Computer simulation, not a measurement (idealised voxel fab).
voxel transistor to metal: a process module
Section shown: cut. Width: 185 nm. Cell size: 5 nm, square.
Square cells in a grid make up a cross-section in this document, and the grid is given as bands, listed from the top down, each one or more rows of cells. Read a band's entry like this: the first values are the height of its top and the height of its bottom in nm, and what follows is the sequence of materials from left to right, each with its width in nm. Note that "blank" is empty space, and that a single material marked "full width" reaches across the band from edge to edge. Height reference: 0 = level under which incoming wafer is all one material. Lowest band: no bottom, runs on downward, e.g. "top 0, no bottom". So if you see something like "30 to 40" for the width, read it as the top row of the band sitting at the first number and the bottom row at the second, with every row in between moving by the same amount as the last. Given "nothing got changed" for a step, no cell of the cross-section differs between before and after that step. You'll see "Enclosed void entries" listing empty spaces that have no way open to the top, as long as they're 8 cells or more; the notation is width x height at distance, where the distance is from the left edge, and all of it is in nm. It should be noted that, on the line of a given step, the content following the step's settings is a remark produced by the simulator itself with respect to that step. overlay nm: mask right of planned place by this much (step with mask). Neg. = left.
PROCESS STEPS - PLAN
- 1: RECEIVE | material Si
- 2: OXIDIZE | depth nm 5
- 3: CONFORMAL_DEP | material SiN | thk nm 10
- 4: DIRECTIONAL_DEP | material aC | thk nm 10
- 5: PATTERN | tone cover | mask id ACTIVE | material resist | width nm 95 | thk nm 30 | overlay nm 0
- 6: DIRECTIONAL_ETCH | etch materials aC | depth nm 10
- 7: STRIP | etch materials resist
- 8: DIRECTIONAL_ETCH | etch materials SiN | depth nm 10
- 9: DIRECTIONAL_ETCH | etch materials SiO2 | depth nm 5
- 10: DIRECTIONAL_ETCH | etch materials Si | depth nm 25
- 11: STRIP | etch materials aC
- 12: FILL_DEP | material SiO2 | thk nm 10
- 13: CMP | height nm 10
- 14: SELECTIVE_ETCH | etch materials SiO2 | depth nm 5
- 15: STRIP | etch materials SiN
- 16: SELECTIVE_ETCH | etch materials SiO2 | depth nm 5
- 17: OXIDIZE | depth nm 5
- 18: DIRECTIONAL_DEP | material polySi | thk nm 20
- 19: DIRECTIONAL_DEP | material SiCN | thk nm 15
- 20: DIRECTIONAL_DEP | material aC | thk nm 10
- 21: PATTERN | tone cover | mask id GATE | material resist | width nm 25 | thk nm 30 | overlay nm 0
- 22: DIRECTIONAL_ETCH | etch materials aC | depth nm 10
- 23: STRIP | etch materials resist
- 24: DIRECTIONAL_ETCH | etch materials SiCN | depth nm 25
- 25: DIRECTIONAL_ETCH | etch materials polySi | depth nm 30
- 26: STRIP | etch materials aC
- 27: CONFORMAL_DEP | material SiN | thk nm 10
- 28: DIRECTIONAL_ETCH | etch materials SiN | depth nm 10
- 29: DIRECTIONAL_ETCH | etch materials SiO2 | depth nm 5
- 30: EPI | material nSi | thk nm 5
- 31: FILL_DEP | material SiO2 | thk nm 5
- 32: CMP | height nm 15
- 33: STRIP | etch materials polySi
- 34: SELECTIVE_ETCH | etch materials SiO2 | depth nm 5
- 35: CONFORMAL_DEP | material HfO2 | thk nm 5
- 36: CONFORMAL_DEP | material TiN | thk nm 5
- 37: FILL_DEP | material W | thk nm 10
- 38: CMP | height nm 10
- 39: DIRECTIONAL_DEP | material SiO2 | thk nm 15
- 40: DIRECTIONAL_DEP | material aC | thk nm 10
- 41: PATTERN | tone open | mask id CONTACT | material resist | width nm 15 | pitch nm 70 | thk nm 30 | overlay nm 0
- 42: DIRECTIONAL_ETCH | etch materials aC | depth nm 10
- 43: STRIP | etch materials resist
- 44: DIRECTIONAL_ETCH | etch materials SiO2 | depth nm 30
- 45: STRIP | etch materials aC
- 46: CONFORMAL_DEP | material TiN | thk nm 5
- 47: FILL_DEP | material W | thk nm 5
- 48: CMP | height nm 25
- 49: DIRECTIONAL_DEP | material TiN | thk nm 5
- 50: DIRECTIONAL_DEP | material W | thk nm 15
- 51: DIRECTIONAL_DEP | material aC | thk nm 15
- 52: PATTERN | tone cover | mask id METAL_1 | material resist | width nm 15 | pitch nm 70 | thk nm 35 | overlay nm 0
- 53: DIRECTIONAL_ETCH | etch materials aC | depth nm 15
- 54: STRIP | etch materials resist
- 55: DIRECTIONAL_ETCH | etch materials W | depth nm 15
- 56: DIRECTIONAL_ETCH | etch materials TiN | depth nm 5
- 57: STRIP | etch materials aC
- 58: FILL_DEP | material lowk | thk nm 10
- 59: CMP | height nm 45
- 60: CONFORMAL_DEP | material SiCN | thk nm 5
- 61: DIRECTIONAL_DEP | material SiO2 | thk nm 35
- 62: PATTERN | tone open | mask id METAL_2 | material resist | width nm 15 | pitch nm 70 | thk nm 20 | overlay nm 0
- 63: DIRECTIONAL_ETCH | etch materials SiO2 | depth nm 20
- 64: STRIP | etch materials resist
- 65: MASKED_ETCH | tone open | mask id METAL_2_HOLES | width nm 15 | pitch nm 70 | etch materials SiO2 | depth nm 15 | overlay nm 0
- 66: MASKED_ETCH | tone open | mask id METAL_2_HOLES | width nm 15 | pitch nm 70 | etch materials SiCN | depth nm 5 | overlay nm 0
- 67: CONFORMAL_DEP | material TiN | thk nm 5
- 68: FILL_DEP | material Cu | thk nm 10
- 69: CMP | height nm 85
- 70: CONFORMAL_DEP | material SiCN | thk nm 5
WAFER CROSS-SECTION ON RECEIPT, I.E. AFTER STEP 1
* top 0, no bottom: Si full width
* Enclosed void entries: none
END-OF-MODULE CROSS-SECTION OF THE FIRST OF TWO WAFERS, PROCESSED AS PLANNED
* top 90, bottom 85: SiCN full width
* top 85, bottom 50: SiO2: 50 / TiN: 5 / Cu: 5 / TiN: 5 / SiO2: 55 / TiN: 5 / Cu: 5 / TiN: 5 / SiO2: 50
* top 50, bottom 45: SiCN: 50 / TiN: 15 / SiCN: 55 / TiN: 15 / SiCN: 50
* top 45, bottom 30: lowk: 50 / W: 15 / lowk: 55 / W: 15 / lowk: 50
* top 30, bottom 25: lowk: 50 / TiN: 15 / lowk: 55 / TiN: 15 / lowk: 50
* top 25, bottom 10: SiO2: 50 / TiN: 5 / W: 5 / TiN: 5 / SiO2: 55 / TiN: 5 / W: 5 / TiN: 5 / SiO2: 50
* top 10, bottom 0: SiO2: 50 / TiN: 5 / W: 5 / TiN: 5 / SiO2: 5 / SiN: 10 / HfO2: 5 / TiN: 5 / W: 5 / TiN: 5 / HfO2: 5 / SiN: 10 / SiO2: 5 / TiN: 5 / W: 5 / TiN: 5 / SiO2: 50
* top 0, bottom -5: SiO2: 40 / SiN: 10 / TiN: 15 / SiO2: 5 / SiN: 10 / HfO2: 5 / TiN: 15 / HfO2: 5 / SiN: 10 / SiO2: 5 / TiN: 15 / SiN: 10 / SiO2: 40
* top -5, bottom -10: SiO2: 50 / nSi: 20 / SiO2: 5 / HfO2: 35 / SiO2: 5 / nSi: 20 / SiO2: 50
* top -10, bottom -30: SiO2: 45 / Si: 95 / SiO2: 45
* top -30, no bottom: Si full width
* Enclosed void entries: none
THIS CROSS-SECTION BELONGS TO THE SECOND WAFER OF TWO AT THE END OF THE MODULE; THE START AND THE PLAN WERE SHARED WITH THE FIRST, AND THE RUN INCLUDED ONE MISTAKE
* top 90, bottom 85: SiCN full width
* top 85, bottom 70: SiO2: 45 / TiN: 5 / Cu: 15 / TiN: 5 / SiO2: 45 / TiN: 5 / Cu: 15 / TiN: 5 / SiO2: 45
* top 70, bottom 65: SiO2: 45 / TiN: 10 / Cu: 5 / TiN: 10 / SiO2: 45 / TiN: 10 / Cu: 5 / TiN: 10 / SiO2: 45
* top 65, bottom 50: SiO2: 50 / TiN: 5 / Cu: 5 / TiN: 5 / SiO2: 55 / TiN: 5 / Cu: 5 / TiN: 5 / SiO2: 50
* top 50, bottom 45: SiCN: 50 / TiN: 15 / SiCN: 55 / TiN: 15 / SiCN: 50
* top 45, bottom 30: lowk: 50 / W: 15 / lowk: 55 / W: 15 / lowk: 50
* top 30, bottom 25: lowk: 50 / TiN: 15 / lowk: 55 / TiN: 15 / lowk: 50
* top 25, bottom 10: SiO2: 50 / TiN: 5 / W: 5 / TiN: 5 / SiO2: 55 / TiN: 5 / W: 5 / TiN: 5 / SiO2: 50
* top 10, bottom 0: SiO2: 50 / TiN: 5 / W: 5 / TiN: 5 / SiO2: 5 / SiN: 10 / HfO2: 5 / TiN: 5 / W: 5 / TiN: 5 / HfO2: 5 / SiN: 10 / SiO2: 5 / TiN: 5 / W: 5 / TiN: 5 / SiO2: 50
* top 0, bottom -5: SiO2: 40 / SiN: 10 / TiN: 15 / SiO2: 5 / SiN: 10 / HfO2: 5 / TiN: 15 / HfO2: 5 / SiN: 10 / SiO2: 5 / TiN: 15 / SiN: 10 / SiO2: 40
* top -5, bottom -10: SiO2: 50 / nSi: 20 / SiO2: 5 / HfO2: 35 / SiO2: 5 / nSi: 20 / SiO2: 50
* top -10, bottom -30: SiO2: 45 / Si: 95 / SiO2: 45
* top -30, no bottom: Si full width
* Enclosed void entries: none
The mistake made against the process plan was this: not per plan at step 62, really ran PATTERN | tone open | mask id METAL_2 | material resist | width nm 25 | pitch nm 70 | thk nm 20 | overlay nm 0
Materials where the second wafer ends with more or fewer cells than the first: Cu +12; SiO2 -16; TiN +4
